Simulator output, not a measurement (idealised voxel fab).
Process module under the name voxel transistor to metal
Each square cell in cross-section cut measures 5 nm, and the section as a whole is 205 nm wide.
A cross-section in this document is a grid of square cells, and it is written down as bands, the top band listed before the ones below it; a band is made up of one or more rows of cells. A band entry consists of two parts. The first gives the height of the band's top and the height of its bottom, in nm. The rest lists the band's materials from left to right, each with its width in nm. A single material labelled with the word "throughout" fills the band from edge to edge, and the word "empty" marks empty space. Basically, 0 is our baseline, since under it the wafer straight out of the box is all one material. The bottom band has no lower end and keeps on going down, so it looks like "0 -> down". Width: "30->40" (first number = top row, second number = bottom row, same change from row to row of cells). "no change" means the step left every cell of the cross-section as it was. Closed empty spaces (no open way to the top) of 8 cells or more are what "Voids, sealed" lists, each as width x height at distance from the left edge, nm for all three. If you see something after the settings on a step's line, that's the simulator's own remark about that step. Steps that use a mask can have "overlay nm" on their line. It says how far the mask sat to the right of where it was meant to be. Negative means to the left.
-- Listed below are the process steps as planned
1,op RECEIVE | material Si
2,op CONFORMAL_DEP | material SiO2 | thk nm 5
3,op CONFORMAL_DEP | material SiN | thk nm 10
4,op MASKED_ETCH | tone cover | mask id ACTIVE | width nm 110 | etch materials SiN | depth nm 10 | overlay nm 0
5,op MASKED_ETCH | tone cover | mask id ACTIVE | width nm 110 | etch materials SiO2 | depth nm 5 | overlay nm 0
6,op MASKED_ETCH | tone cover | mask id ACTIVE | width nm 110 | etch materials Si | depth nm 25 | overlay nm 0
7,op FILL_DEP | material SiO2 | thk nm 15
8,op CMP | height nm 15
9,op SELECTIVE_ETCH | etch materials SiO2 | depth nm 5
10,op STRIP | etch materials SiN
11,op SELECTIVE_ETCH | etch materials SiO2 | depth nm 5
12,op OXIDIZE | depth nm 5
13,op DIRECTIONAL_DEP | material polySi | thk nm 20
14,op DIRECTIONAL_DEP | material SiCN | thk nm 10
15,op MASKED_ETCH | tone cover | mask id GATE | width nm 20 | etch materials SiCN | depth nm 20 | overlay nm 0
16,op MASKED_ETCH | tone cover | mask id GATE | width nm 20 | etch materials polySi | depth nm 30 | overlay nm 0
17,op CONFORMAL_DEP | material SiN | thk nm 10
18,op DIRECTIONAL_ETCH | etch materials SiN | depth nm 10
19,op DIRECTIONAL_ETCH | etch materials SiO2 | depth nm 5
20,op DIRECTIONAL_ETCH | etch materials Si | depth nm 5
21,op EPI | material SiGe | thk nm 5
22,op FILL_DEP | material SiO2 | thk nm 5
23,op CMP | height nm 30
24,op DIRECTIONAL_DEP | material SiO2 | thk nm 15
25,op PATTERN | tone open | mask id CONTACT | material resist | width nm 20 | pitch nm 80 | thk nm 15 | overlay nm 0
26,op DIRECTIONAL_ETCH | etch materials SiO2 | depth nm 50
27,op STRIP | etch materials resist
28,op CONFORMAL_DEP | material TiN | thk nm 5
29,op FILL_DEP | material W | thk nm 5
30,op CMP | height nm 45
31,op CONFORMAL_DEP | material SiCN | thk nm 5
32,op DIRECTIONAL_DEP | material lowk | thk nm 25
33,op MASKED_ETCH | tone open | mask id METAL_1 | width nm 20 | pitch nm 80 | etch materials lowk | depth nm 25 | overlay nm 0
34,op MASKED_ETCH | tone open | mask id METAL_1 | width nm 20 | pitch nm 80 | etch materials SiCN | depth nm 5 | overlay nm 0
35,op CONFORMAL_DEP | material TiN | thk nm 5
36,op FILL_DEP | material Cu | thk nm 10
37,op CMP | height nm 75
38,op CONFORMAL_DEP | material SiCN | thk nm 5
39,op DIRECTIONAL_DEP | material SiO2 | thk nm 30
40,op MASKED_ETCH | tone open | mask id METAL_2 | width nm 20 | pitch nm 80 | etch materials SiO2 | depth nm 15 | overlay nm 0
41,op MASKED_ETCH | tone open | mask id METAL_2_HOLES | width nm 15 | pitch nm 80 | etch materials SiO2 | depth nm 15 | overlay nm 0
42,op MASKED_ETCH | tone open | mask id METAL_2_HOLES | width nm 15 | pitch nm 80 | etch materials SiCN | depth nm 5 | overlay nm 0
43,op CONFORMAL_DEP | material TiN | thk nm 5
44,op FILL_DEP | material Cu | thk nm 10
45,op CMP | height nm 110
46,op CONFORMAL_DEP | material SiCN | thk nm 5
The thk nm used in step 43 is not the same on every wafer, whereas the starting condition is; the value printed in the plan is the first wafer's.
-- Sectional view: first of several wafers, as received, after step 1
0 -> down | Si throughout
Voids, sealed: none
-- Note: the following table is arranged by wafer, a row apiece. Each row reports the end-of-module state: per material, cells gained (+) or cells lost (-) compared with the wafer as received; closed voids follow
thk nm 5, +36 Cu, -129 Si, +117 SiCN, +16 SiGe, +28 SiN, +556 SiO2, +104 TiN, +34 W, +165 lowk, +16 polySi, Voids, sealed: none
thk nm 10, +20 Cu, -129 Si, +117 SiCN, +16 SiGe, +28 SiN, +556 SiO2, +120 TiN, +34 W, +165 lowk, +16 polySi, Voids, sealed: none
thk nm 15, +20 Cu, -129 Si, +117 SiCN, +16 SiGe, +28 SiN, +556 SiO2, +120 TiN, +34 W, +165 lowk, +16 polySi, Voids, sealed: none
thk nm 20, +20 Cu, -129 Si, +117 SiCN, +16 SiGe, +28 SiN, +556 SiO2, +120 TiN, +34 W, +165 lowk, +16 polySi, Voids, sealed: none
